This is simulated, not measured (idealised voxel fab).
Module name: voxel wiring stack (process module)
Pictured: cross-section cut, 260 nm wide, on a grid of 5 nm square cells.
A cross-section is a grid of square cells, given in bands from the top down. A band is one or more rows of cells.
For a band, the entry starts with two heights in nm, that of the top and then that of the bottom, and carries on with the band's materials in order from left to right, each alongside its width in nm; the word "all across" beside a single material means it fills the band edge to edge, and "empty" means empty space.
The level at which height equals 0 is the one under which the wafer, as it arrives, is entirely one material. No lower edge exists for the bottom band, which continues downward and is notated as in "0 down".
Width spec "30->40" -> top row of cells at first value, bottom row at second value, equal per-row change in between.
Any step labelled "no alteration" changed none of the cells in the cross-section.
Reported under the label "Enclosed cavities" are the empty spaces having no open way to the top and comprising 8 cells or more; the notation for each is width x height at distance, in which the distance is measured from the left edge and all three values are in nm.
Step line, after settings: the simulator's comment on this step.
Among the settings permitted on a step's line is "overlay nm"; applied to a step with a mask, it specifies the extent to which the mask lay to the right of its planned position, whereas a negative figure signifies a position to the left.
List of planned process steps:
1. RECEIVE: material Si
2. CONFORMAL_DEP: material SiO2, thk nm 10
3. CONFORMAL_DEP: material SiCN, thk nm 5
4. DIRECTIONAL_DEP: material SiO2, thk nm 15
5. PATTERN: tone open, mask id METAL_1, material resist, width nm 30, pitch nm 55, thk nm 20, overlay nm 0
6. DIRECTIONAL_ETCH: etch materials SiO2, depth nm 15
7. DIRECTIONAL_ETCH: etch materials SiCN, depth nm 5
8. STRIP: etch materials resist
9. CONFORMAL_DEP: material TiN, thk nm 5
10. FILL_DEP: material Cu, thk nm 5
11. CMP: height nm 30
12. CONFORMAL_DEP: material SiCN, thk nm 5
13. DIRECTIONAL_DEP: material SiO2, thk nm 20
14. MASKED_ETCH: tone open, mask id PLUG_1, width nm 15, pitch nm 55, etch materials SiO2, depth nm 20, overlay nm 0
15. MASKED_ETCH: tone open, mask id PLUG_1, width nm 15, pitch nm 55, etch materials SiCN, depth nm 5, overlay nm 0
16. EPI: material Ru, thk nm 10
17. EPI: material Ru, thk nm 10
18. EPI: material Ru, thk nm 5
19. CONFORMAL_DEP: material SiCN, thk nm 5
20. DIRECTIONAL_DEP: material lowk, thk nm 20
21. PATTERN: tone open, mask id METAL_2, material resist, width nm 30, pitch nm 55, thk nm 20, overlay nm 0
22. DIRECTIONAL_ETCH: etch materials lowk, depth nm 20
23. DIRECTIONAL_ETCH: etch materials SiCN, depth nm 5
24. STRIP: etch materials resist
25. CONFORMAL_DEP: material TiN, thk nm 5
26. FILL_DEP: material Cu, thk nm 10
27. CMP: height nm 80
28. CONFORMAL_DEP: material SiCN, thk nm 5
29. DIRECTIONAL_DEP: material lowk, thk nm 30
30. MASKED_ETCH: tone open, mask id METAL_3_HOLES, width nm 15, pitch nm 55, etch materials lowk, depth nm 30, overlay nm 0
31. MASKED_ETCH: tone open, mask id METAL_3, width nm 30, pitch nm 55, etch materials lowk, depth nm 20, overlay nm 0
32. MASKED_ETCH: tone open, mask id METAL_3, width nm 30, pitch nm 55, etch materials SiCN, depth nm 5, overlay nm 0
33. CONFORMAL_DEP: material TiN, thk nm 5
34. FILL_DEP: material Cu, thk nm 5
35. CMP: height nm 115
36. CONFORMAL_DEP: material SiCN, thk nm 5
37. DIRECTIONAL_DEP: material lowk, thk nm 10
38. DIRECTIONAL_DEP: material aC, thk nm 10
39. PATTERN: tone open, mask id PLUG_3, material resist, width nm 15, thk nm 25, overlay nm 0
40. DIRECTIONAL_ETCH: etch materials aC, depth nm 10
41. STRIP: etch materials resist
42. DIRECTIONAL_ETCH: etch materials lowk, depth nm 10
43. DIRECTIONAL_ETCH: etch materials SiCN, depth nm 5
44. STRIP: etch materials aC
45. CONFORMAL_DEP: material TiN, thk nm 5
46. FILL_DEP: material W, thk nm 10
47. CMP: height nm 130
48. CONFORMAL_DEP: material SiN, thk nm 5
49. DIRECTIONAL_DEP: material lowk, thk nm 25
50. MASKED_ETCH: tone open, mask id METAL_4, width nm 30, pitch nm 55, etch materials lowk, depth nm 25, overlay nm 0
51. MASKED_ETCH: tone open, mask id METAL_4, width nm 30, pitch nm 55, etch materials SiN, depth nm 5, overlay nm 0
52. CONFORMAL_DEP: material TiN, thk nm 5
53. FILL_DEP: material Cu, thk nm 5
54. CMP: height nm 160
55. EPI: material Ru, thk nm 5
56. FILL_DEP: material SiCN, thk nm 5
This is the cross-section of the wafer as we received it, i.e. after step 1:
0 down: Si all across
Enclosed cavities: none
Cross-section: first of two wafers, module finished, run according to plan:
170 to 165: SiCN all across
165 to 160: SiCN (80) | Ru (40) | SiCN (15) | Ru (40) | SiCN (85)
160 to 135: lowk (85) | TiN (5) | Cu (20) | TiN (5) | lowk (25) | TiN (5) | Cu (20) | TiN (5) | lowk (90)
135 to 130: SiN (85) | TiN (30) | SiN (25) | TiN (30) | SiN (90)
130 to 120: lowk (85) | TiN (5) | W (5) | TiN (5) | lowk (160)
120 to 115: SiCN (85) | TiN (15) | SiCN (160)
115 to 100: lowk (85) | TiN (5) | Cu (20) | TiN (5) | lowk (25) | TiN (5) | Cu (20) | TiN (5) | lowk (90)
100 to 95: lowk (85) | TiN (5) | Cu (5) | TiN (20) | lowk (25) | TiN (5) | Cu (5) | TiN (20) | lowk (90)
95 to 85: lowk (85) | TiN (5) | Cu (5) | TiN (5) | lowk (40) | TiN (5) | Cu (5) | TiN (5) | lowk (105)
85 to 80: SiCN (85) | TiN (15) | SiCN (40) | TiN (15) | SiCN (105)
80 to 60: lowk (85) | TiN (5) | Cu (20) | TiN (5) | lowk (25) | TiN (5) | Cu (20) | TiN (5) | lowk (90)
60 to 55: SiCN (85) | TiN (30) | SiCN (25) | TiN (30) | SiCN (90)
55 to 35: SiO2 (85) | Ru (15) | SiO2 (40) | Ru (15) | SiO2 (105)
35 to 30: SiCN (85) | Ru (15) | SiCN (40) | Ru (15) | SiCN (105)
30 to 15: SiO2 (85) | TiN (5) | Cu (20) | TiN (5) | SiO2 (25) | TiN (5) | Cu (20) | TiN (5) | SiO2 (90)
15 to 10: SiCN (85) | TiN (30) | SiCN (25) | TiN (30) | SiCN (90)
10 to 0: SiO2 all across
0 down: Si all across
Enclosed cavities: none
Cross-section, second wafer: same start as the first, same plan as the first, one mistake in running it; taken at the end of the module:
170 to 165: SiCN all across
165 to 160: SiCN (80) | Ru (40) | SiCN (15) | Ru (40) | SiCN (85)
160 to 155: SiN (85) | TiN (30) | SiN (25) | TiN (30) | SiN (90)
155 to 130: lowk all across
130 to 120: lowk (85) | TiN (5) | W (5) | TiN (5) | lowk (160)
120 to 115: SiCN (85) | TiN (15) | SiCN (160)
115 to 100: lowk (85) | TiN (5) | Cu (20) | TiN (5) | lowk (25) | TiN (5) | Cu (20) | TiN (5) | lowk (90)
100 to 95: lowk (85) | TiN (5) | Cu (5) | TiN (20) | lowk (25) | TiN (5) | Cu (5) | TiN (20) | lowk (90)
95 to 85: lowk (85) | TiN (5) | Cu (5) | TiN (5) | lowk (40) | TiN (5) | Cu (5) | TiN (5) | lowk (105)
85 to 80: SiCN (85) | TiN (15) | SiCN (40) | TiN (15) | SiCN (105)
80 to 60: lowk (85) | TiN (5) | Cu (20) | TiN (5) | lowk (25) | TiN (5) | Cu (20) | TiN (5) | lowk (90)
60 to 55: SiCN (85) | TiN (30) | SiCN (25) | TiN (30) | SiCN (90)
55 to 35: SiO2 (85) | Ru (15) | SiO2 (40) | Ru (15) | SiO2 (105)
35 to 30: SiCN (85) | Ru (15) | SiCN (40) | Ru (15) | SiCN (105)
30 to 15: SiO2 (85) | TiN (5) | Cu (20) | TiN (5) | SiO2 (25) | TiN (5) | Cu (20) | TiN (5) | SiO2 (90)
15 to 10: SiCN (85) | TiN (30) | SiCN (25) | TiN (30) | SiCN (90)
10 to 0: SiO2 all across
0 down: Si all across
Enclosed cavities: none
what went wrong: a sequencing error occurred in which plan steps 48 and 49 were transposed
Wafer comparison, final, in cells, second relative to first, materials more or fewer: 40 fewer of Cu; 20 fewer of TiN; 60 more of lowk
